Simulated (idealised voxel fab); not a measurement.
The process module that follows is named voxel wiring stack.
It is cross-section cut that appears here, measuring 155 nm in width, its square cells being 5 nm in size.
For the purposes of this document, a cross-section shall be understood as a grid of square cells, specified as bands listed in top-to-bottom order, each band consisting of one or more rows of cells. Look at the band entry: it leads with the top's height and the bottom's height in nm. Then it lists the materials left to right, with a width in nm for each. The word "everywhere" on a single material says that material fills the band edge to edge. The word "air" is empty space. Beneath 0, the wafer as received is one material, and that level is where height counting begins. The lowest band goes on downward without a bottom; it is written like "from 0 down". Width: "30 to 40" (first number = top row, second number = bottom row, same change from row to row of cells). "changes: none" for a step: no cell of the cross-section changed in that step. Listed in "Sealed void list": every empty space of 8 or more cells without an open way to the top. Form: width x height at distance, the distance being from the left edge, all in nm. On each step's line, the part that comes after the settings is the simulator's own comment on the step. When a step includes a mask, the "overlay nm" setting on its line states how far to the right of its planned place that mask lay, and negative values state how far to the left.

### This section lists the process steps that were planned
| 1 | RECEIVE, material Si |
| 2 | CONFORMAL_DEP, material SiO2, thk nm 10 |
| 3 | DIRECTIONAL_DEP, material TiN, thk nm 5 |
| 4 | DIRECTIONAL_DEP, material Ru, thk nm 15 |
| 5 | MASKED_ETCH, tone cover, mask id METAL_1, width nm 25, pitch nm 45, etch materials Ru, depth nm 15, overlay nm 0 |
| 6 | MASKED_ETCH, tone cover, mask id METAL_1, width nm 25, pitch nm 45, etch materials TiN, depth nm 5, overlay nm 0 |
| 7 | FILL_DEP, material lowk, thk nm 5 |
| 8 | CMP, height nm 30 |
| 9 | CONFORMAL_DEP, material SiCN, thk nm 5 |
| 10 | DIRECTIONAL_DEP, material lowk, thk nm 10 |
| 11 | MASKED_ETCH, tone open, mask id PLUG_1, width nm 15, pitch nm 45, etch materials lowk, depth nm 10, overlay nm 0 |
| 12 | MASKED_ETCH, tone open, mask id PLUG_1, width nm 15, pitch nm 45, etch materials SiCN, depth nm 5, overlay nm 0 |
| 13 | EPI, material Ru, thk nm 10 |
| 14 | EPI, material Ru, thk nm 5 |
| 15 | CONFORMAL_DEP, material SiCN, thk nm 5 |
| 16 | DIRECTIONAL_DEP, material SiO2, thk nm 25 |
| 17 | PATTERN, tone open, mask id METAL_2, material resist, width nm 25, pitch nm 45, thk nm 20, overlay nm 0 |
| 18 | DIRECTIONAL_ETCH, etch materials SiO2, depth nm 25 |
| 19 | DIRECTIONAL_ETCH, etch materials SiCN, depth nm 5 |
| 20 | STRIP, etch materials resist |
| 21 | CONFORMAL_DEP, material TiN, thk nm 5 |
| 22 | FILL_DEP, material Ru, thk nm 10 |
| 23 | CMP, height nm 75 |
| 24 | CONFORMAL_DEP, material SiCN, thk nm 5 |
| 25 | DIRECTIONAL_DEP, material SiO2, thk nm 35 |
| 26 | PATTERN, tone open, mask id METAL_3, material resist, width nm 25, pitch nm 45, thk nm 20, overlay nm 0 |
| 27 | DIRECTIONAL_ETCH, etch materials SiO2, depth nm 20 |
| 28 | STRIP, etch materials resist |
| 29 | MASKED_ETCH, tone open, mask id METAL_3_HOLES, width nm 15, pitch nm 90, etch materials SiO2, depth nm 15, overlay nm 0 |
| 30 | MASKED_ETCH, tone open, mask id METAL_3_HOLES, width nm 15, pitch nm 90, etch materials SiCN, depth nm 5, overlay nm 0 |
| 31 | CONFORMAL_DEP, material TiN, thk nm 5 |
| 32 | FILL_DEP, material Cu, thk nm 5 |
| 33 | CMP, height nm 115 |
| 34 | CONFORMAL_DEP, material SiN, thk nm 5 |

### Cross-section of the incoming wafer, state after step 1
  from 0 down = Si everywhere
  Sealed void list: none

### End state of the module in cross-section, given the above starting point and plan and one mistake in execution
  from 120 to 115 = SiN everywhere
  from 115 to 100 = 20 of SiO2 / 5 of TiN / 15 of Cu / 5 of TiN / 20 of SiO2 / 5 of TiN / 15 of Cu / 5 of TiN / 20 of SiO2 / 5 of TiN / 15 of Cu / 5 of TiN / 20 of SiO2
  from 100 to 95 = 20 of SiO2 / 5 of TiN / 5 of Cu / 15 of TiN / 20 of SiO2 / 25 of TiN / 20 of SiO2 / 5 of TiN / 5 of Cu / 15 of TiN / 20 of SiO2
  from 95 to 80 = 20 of SiO2 / 5 of TiN / 5 of Cu / 5 of TiN / 75 of SiO2 / 5 of TiN / 5 of Cu / 5 of TiN / 30 of SiO2
  from 80 to 75 = 20 of SiCN / 15 of TiN / 75 of SiCN / 15 of TiN / 30 of SiCN
  from 75 to 50 = 20 of SiO2 / 5 of TiN / 15 of Ru / 5 of TiN / 20 of SiO2 / 5 of TiN / 15 of Ru / 5 of TiN / 20 of SiO2 / 5 of TiN / 15 of Ru / 5 of TiN / 20 of SiO2
  from 50 to 45 = 20 of SiCN / 25 of TiN / 20 of SiCN / 25 of TiN / 20 of SiCN / 25 of TiN / 20 of SiCN
  from 45 to 35 = 20 of lowk / 5 of SiCN / 5 of TiN / 5 of SiCN / 30 of lowk / 5 of SiCN / 5 of TiN / 5 of SiCN / 30 of lowk / 5 of SiCN / 5 of TiN / 5 of SiCN / 30 of lowk
  from 35 to 30 = 25 of SiCN / 5 of TiN / 40 of SiCN / 5 of TiN / 40 of SiCN / 5 of TiN / 35 of SiCN
  from 30 to 15 = 20 of Ru / 25 of lowk / 20 of Ru / 25 of lowk / 20 of Ru / 25 of lowk / 20 of Ru
  from 15 to 10 = TiN everywhere
  from 10 to 0 = SiO2 everywhere
  from 0 down = Si everywhere
  Sealed void list: none
Processing error: rather than as planned, step 5 actually ran as MASKED_ETCH, tone open, mask id METAL_1, width nm 25, pitch nm 45, etch materials Ru, depth nm 15, overlay nm 0
